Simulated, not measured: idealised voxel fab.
Module name: voxel trench capacitor (process module)
Each square cell in cross-section cut measures 5 nm, and the section as a whole is 255 nm wide.
A cross-section is written here as square cells arranged in a grid, and it is given in bands from the top down, each band taking up one or more rows of cells.
It is stipulated that each band's entry specify, in nanometres, the height of the top of the band and then that of its bottom, followed by the materials of the band in left-to-right sequence, each together with its width in nanometres. A single material marked by the word "throughout" is understood to fill the band from edge to edge; the word "empty" is understood to denote empty space.
It should be noted that heights are counted from 0, beneath which the wafer as supplied is of one material throughout, and that the lowest band possesses no lower boundary but continues downward, as written in "0 down".
So if you see something like "30 to 40" for the width, read it as the top row of the band sitting at the first number and the bottom row at the second, with every row in between moving by the same amount as the last.
Basically "identical to before" means that step didn't change any cell in the cross-section.
Entry "Closed cavities" = empty spaces >= 8 cells with no open way to the top; each as width x height at distance, distance from left edge, all nm.
Post-settings text on a step line: simulator's own remark regarding the step.
On any step carrying a mask, the "overlay nm" setting, if present on the step's line, tells how far right of its planned place the mask lay; negative values point to the left.
### Below is the list of planned process steps
step 1: RECEIVE: material Si
step 2: CONFORMAL_DEP: material SiN, thk nm 10
step 3: MASKED_ETCH: tone open, mask id TRENCH, width nm 25, pitch nm 45, etch materials SiN, depth nm 10, overlay nm 0
step 4: MASKED_ETCH: tone open, mask id TRENCH, width nm 25, pitch nm 45, etch materials Si, depth nm 25, overlay nm 0
step 5: CONFORMAL_DEP: material Al2O3, thk nm 5
step 6: CONFORMAL_DEP: material TiN, thk nm 5
step 7: FILL_DEP: material W, thk nm 5
step 8: CMP: height nm 10
### Cross-section of the wafer upon arrival, representing the state reached after step 1
- 0 down  Si throughout
- Closed cavities: none
### Cross-section, first of two wafers, end of module, run as planned
- 10 to 0  45 SiN, 5 Al2O3, 5 TiN, 5 W, 5 TiN, 5 Al2O3, 20 SiN, 5 Al2O3, 5 TiN, 5 W, 5 TiN, 5 Al2O3, 20 SiN, 5 Al2O3, 5 TiN, 5 W, 5 TiN, 5 Al2O3, 20 SiN, 5 Al2O3, 5 TiN, 5 W, 5 TiN, 5 Al2O3, 50 SiN
- 0 to -15  45 Si, 5 Al2O3, 5 TiN, 5 W, 5 TiN, 5 Al2O3, 20 Si, 5 Al2O3, 5 TiN, 5 W, 5 TiN, 5 Al2O3, 20 Si, 5 Al2O3, 5 TiN, 5 W, 5 TiN, 5 Al2O3, 20 Si, 5 Al2O3, 5 TiN, 5 W, 5 TiN, 5 Al2O3, 50 Si
- -15 to -20  45 Si, 5 Al2O3, 15 TiN, 5 Al2O3, 20 Si, 5 Al2O3, 15 TiN, 5 Al2O3, 20 Si, 5 Al2O3, 15 TiN, 5 Al2O3, 20 Si, 5 Al2O3, 15 TiN, 5 Al2O3, 50 Si
- -20 to -25  45 Si, 25 Al2O3, 20 Si, 25 Al2O3, 20 Si, 25 Al2O3, 20 Si, 25 Al2O3, 50 Si
- -25 down  Si throughout
- Closed cavities: none
### End of module, second wafer, cross-section. Started like the first, planned like the first, run with one mistake
- 10 to 0  Al2O3 throughout
- 0 down  Si throughout
- Closed cavities: none
Diagnosis: step 2 ran with different settings than intended, the actual operation and settings being CONFORMAL_DEP: material Al2O3, thk nm 10
Wafer comparison, final, in cells, second relative to first, materials more or fewer: Al2O3 +34, Si +100, SiN -62, TiN -52, W -20
